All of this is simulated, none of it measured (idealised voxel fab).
The name of this process module is voxel ribs on slabs.
Xsec cut, 270 nm wide, square cell size 5 nm.
Cross-section spec: square-cell grid; bands listed top down; each band is one or more rows.
Within each band entry, the heights of the top and of the bottom of the band appear first, in that order and in nm; the materials of the band then follow from left to right, each with its corresponding width in nm. The designation "edge to edge" on a single material indicates that it fills the band from edge to edge; the designation "blank" indicates empty space.
All heights in this document are referenced to 0, defined as the level beneath which the wafer, as received, consists entirely of one material. The lowest band is not bounded below; it extends indefinitely downward and is written in the form "0 nm and below".
The width entry "30 to 40" should be interpreted row by row: the top row of cells in the band takes the first number, the bottom row takes the second number, and the change between adjacent rows is uniform throughout.
Step marked "remained the same"? Then no cell in the cross-section changed in it.
The label "Closed voids list" introduces a list of the empty spaces, 8 cells or larger, that have no open way up to the top; each entry in it reads width x height at distance, where the distance is taken from the left edge and all three are stated in nm.
after a step's settings: what the simulator itself notes on the step
The optional step-line setting "overlay nm" applies to steps with a mask and quantifies how far to the right of its planned location the mask lay, a negative value indicating leftward placement.
-- Set out below are the planned steps of the process
1) RECEIVE | material Si
2) DIRECTIONAL_DEP | material SiO2 | thk nm 30
3) DIRECTIONAL_DEP | material polySi | thk nm 25
4) MASKED_ETCH | tone cover | mask id RIB | width nm 20 | etch materials polySi | depth nm 20 | overlay nm 0
5) PATTERN | tone cover | mask id SLAB | material resist | width nm 70 | thk nm 20 | overlay nm 0
6) DIRECTIONAL_ETCH | etch materials polySi | depth nm 5
7) STRIP | etch materials resist
8) FILL_DEP | material SiO2 | thk nm 20
9) CMP | height nm 65
10) DIRECTIONAL_DEP | material TiN | thk nm 10
11) DIRECTIONAL_DEP | material aC | thk nm 10
12) PATTERN | tone cover | mask id HEATER | material resist | width nm 30 | thk nm 30 | overlay nm 0
13) DIRECTIONAL_ETCH | etch materials aC | depth nm 10
14) STRIP | etch materials resist
15) DIRECTIONAL_ETCH | etch materials TiN | depth nm 10
16) STRIP | etch materials aC
17) CONFORMAL_DEP | material SiO2 | thk nm 10
-- Wafer, first of two, run as planned
-- Cross-sectional view of the wafer in its as-received condition, corresponding to the state after step 1
* 0 nm and below: Si edge to edge
* Closed voids list: none
-- Step 2 complete: cross-section through the wafer
* 30 nm to 0 nm: SiO2 edge to edge
* below 0: unchanged
-- Step 3 complete: cross-section through the wafer
* 55 nm to 30 nm: polySi edge to edge
* below 30: unchanged
-- Step 4 complete: cross-section through the wafer
* 55 nm to 35 nm: 125 nm blank, then 20 nm polySi, then 125 nm blank
* below 35: unchanged
-- Step 5 complete: cross-section through the wafer
* 75 nm to 55 nm: 100 nm blank, then 70 nm resist, then 100 nm blank
* 55 nm to 35 nm: 100 nm blank, then 25 nm resist, then 20 nm polySi, then 25 nm resist, then 100 nm blank
* below 35: unchanged
-- Step 6 complete: cross-section through the wafer
* 75 nm to 55 nm: 100 nm blank, then 70 nm resist, then 100 nm blank
* 55 nm to 35 nm: 100 nm blank, then 25 nm resist, then 20 nm polySi, then 25 nm resist, then 100 nm blank
* 35 nm to 30 nm: 100 nm blank, then 70 nm polySi, then 100 nm blank
* below 30: unchanged
-- Step 7 complete: cross-section through the wafer
* 55 nm to 35 nm: 125 nm blank, then 20 nm polySi, then 125 nm blank
* below 35: unchanged
-- Step 8 complete: cross-section through the wafer
* 75 nm to 55 nm: SiO2 edge to edge
* 55 nm to 35 nm: 125 nm SiO2, then 20 nm polySi, then 125 nm SiO2
* 35 nm to 30 nm: 100 nm SiO2, then 70 nm polySi, then 100 nm SiO2
* below 30: unchanged
-- Step 9 complete: cross-section through the wafer
* 65 nm to 55 nm: SiO2 edge to edge
* below 55: unchanged
-- Step 10 complete: cross-section through the wafer
* 75 nm to 65 nm: TiN edge to edge
* below 65: unchanged
-- Step 11 complete: cross-section through the wafer
* 85 nm to 75 nm: aC edge to edge
* below 75: unchanged
-- Step 12 complete: cross-section through the wafer
* 115 nm to 85 nm: 120 nm blank, then 30 nm resist, then 120 nm blank
* below 85: unchanged
-- Step 13 complete: cross-section through the wafer
* 105 nm to 85 nm: 120 nm blank, then 30 nm resist, then 120 nm blank
* 85 nm to 75 nm: 120 nm blank, then 30 nm aC, then 120 nm blank
* below 75: unchanged
-- Step 14 complete: cross-section through the wafer
* 85 nm to 75 nm: 120 nm blank, then 30 nm aC, then 120 nm blank
* below 75: unchanged
-- Step 15 complete: cross-section through the wafer
* 85 nm to 75 nm: 120 nm blank, then 30 nm aC, then 120 nm blank
* 75 nm to 65 nm: 120 nm blank, then 30 nm TiN, then 120 nm blank
* below 65: unchanged
-- Step 16 complete: cross-section through the wafer
* 75 nm to 65 nm: 120 nm blank, then 30 nm TiN, then 120 nm blank
* below 65: unchanged
-- Step 17 complete: cross-section through the wafer
* 85 nm to 75 nm: 110 nm blank, then 50 nm SiO2, then 110 nm blank
* 75 nm to 65 nm: 120 nm SiO2, then 30 nm TiN, then 120 nm SiO2
* below 65: unchanged
-- The Second Wafer: Common Origin and Plan, One Mistake in Execution, Identical to the First Through Step 16
Here is the second wafer in cross-section at the point where step 17 of the plan should have been done: remained the same
Misprocessing identified: plan step 17: skipped, not run
Cell-count delta at end, second wafer over first, by material: 116 fewer of SiO2
